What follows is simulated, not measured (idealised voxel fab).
process module | voxel ribs on slabs
cross-section cut | 235 nm wide | cells 5 nm
A cross-section is a grid of square cells, given in bands from the top down. A band is one or more rows of cells.
Each band's line starts with the height of the band's top and of its bottom, in nm. Then come its materials from left to right, each with its width in nm. One material with "throughout" fills the band from edge to edge. "air" is empty space.
Height 0 is the level under which the wafer as received is all one material. The lowest band goes on downwards, as in "0 down".
A width such as "30 to 40" changes by the same amount from each row of cells to the next, from the band's top row to its bottom row.
"no change" after a step means that no cell of the cross-section changed.
closed voids: empty space of 8 cells or more with no open way to the top, each as width x height at its distance from the left edge, in nm
after a step's settings: what the simulator itself notes on the step
overlay nm, on a step with a mask: how far to the right of its planned place the mask lay; to the left if negative
plan
1 op RECEIVE | material Si
2 op DIRECTIONAL_DEP | material SiO2 | thk nm 25
3 op DIRECTIONAL_DEP | material polySi | thk nm 20
4 op DIRECTIONAL_DEP | material aC | thk nm 10
5 op PATTERN | tone cover | mask id RIB | material resist | width nm 30 | thk nm 25 | overlay nm 0
6 op DIRECTIONAL_ETCH | etch materials aC | depth nm 10
7 op STRIP | etch materials resist
8 op DIRECTIONAL_ETCH | etch materials polySi | depth nm 10
9 op STRIP | etch materials aC
10 op MASKED_ETCH | tone cover | mask id SLAB | width nm 80 | etch materials polySi | depth nm 10 | overlay nm 0
11 op FILL_DEP | material SiO2 | thk nm 25
12 op CMP | height nm 60
13 op DIRECTIONAL_DEP | material TiN | thk nm 5
14 op PATTERN | tone cover | mask id HEATER | material resist | width nm 40 | thk nm 15 | overlay nm 0
15 op DIRECTIONAL_ETCH | etch materials TiN | depth nm 5
16 op STRIP | etch materials resist
17 op CONFORMAL_DEP | material SiO2 | thk nm 5
first wafer, as planned
as received, after step 1
  0 down: Si throughout
  closed voids: none
after step 2
  25 to 0: SiO2 throughout
  below 0: unchanged
after step 3
  45 to 25: polySi throughout
  below 25: unchanged
after step 4
  55 to 45: aC throughout
  below 45: unchanged
after step 5
  80 to 55: air 100 | resist 30 | air 105
  below 55: unchanged
after step 6
  70 to 55: air 100 | resist 30 | air 105
  55 to 45: air 100 | aC 30 | air 105
  below 45: unchanged
after step 7
  55 to 45: air 100 | aC 30 | air 105
  below 45: unchanged
after step 8
  55 to 45: air 100 | aC 30 | air 105
  45 to 35: air 100 | polySi 30 | air 105
  below 35: unchanged
after step 9
  45 to 35: air 100 | polySi 30 | air 105
  below 35: unchanged
after step 10
  45 to 35: air 100 | polySi 30 | air 105
  35 to 25: air 75 | polySi 80 | air 80
  below 25: unchanged
after step 11
  70 to 45: SiO2 throughout
  45 to 35: SiO2 100 | polySi 30 | SiO2 105
  35 to 25: SiO2 75 | polySi 80 | SiO2 80
  below 25: unchanged
after step 12
  60 to 45: SiO2 throughout
  below 45: unchanged
after step 13
  65 to 60: TiN throughout
  below 60: unchanged
after step 14
  80 to 65: air 95 | resist 40 | air 100
  below 65: unchanged
after step 15
  80 to 65: air 95 | resist 40 | air 100
  65 to 60: air 95 | TiN 40 | air 100
  below 60: unchanged
after step 16
  65 to 60: air 95 | TiN 40 | air 100
  below 60: unchanged
after step 17
  70 to 65: air 90 | SiO2 50 | air 95
  65 to 60: SiO2 95 | TiN 40 | SiO2 100
  below 60: unchanged
second wafer: like start, like plan, one mistake. Through step 2 it matches the first wafer
when step 3 should have ended
  35 to 25: aC throughout
  below 25: unchanged
when step 4 should have ended
  55 to 35: polySi throughout
  below 35: unchanged
when step 5 should have ended
  80 to 55: air 100 | resist 30 | air 105
  below 55: unchanged
when step 6 should have ended
  70 to 55: air 100 | resist 30 | air 105
  below 55: unchanged
when step 7 should have ended
  55 to 35: polySi throughout
  below 35: unchanged
when step 8 should have ended
  45 to 35: polySi throughout
  below 35: unchanged
when step 9 should have ended: no change
when step 10 should have ended
  45 to 35: air 75 | polySi 80 | air 80
  below 35: unchanged
when step 11 should have ended
  70 to 45: SiO2 throughout
  45 to 35: SiO2 75 | polySi 80 | SiO2 80
  below 35: unchanged
when step 12 should have ended
  60 to 45: SiO2 throughout
  below 45: unchanged
when step 13 should have ended
  65 to 60: TiN throughout
  below 60: unchanged
when step 14 should have ended
  80 to 65: air 95 | resist 40 | air 100
  below 65: unchanged
when step 15 should have ended
  80 to 65: air 95 | resist 40 | air 100
  65 to 60: air 95 | TiN 40 | air 100
  below 60: unchanged
when step 16 should have ended
  65 to 60: air 95 | TiN 40 | air 100
  below 60: unchanged
when step 17 should have ended
  70 to 65: air 90 | SiO2 50 | air 95
  65 to 60: SiO2 95 | TiN 40 | SiO2 100
  below 60: unchanged
what went wrong: steps 3 and 4 were swapped
at the end the second wafer has, in cells: 82 fewer of SiO2 | 94 more of aC | 12 fewer of polySi
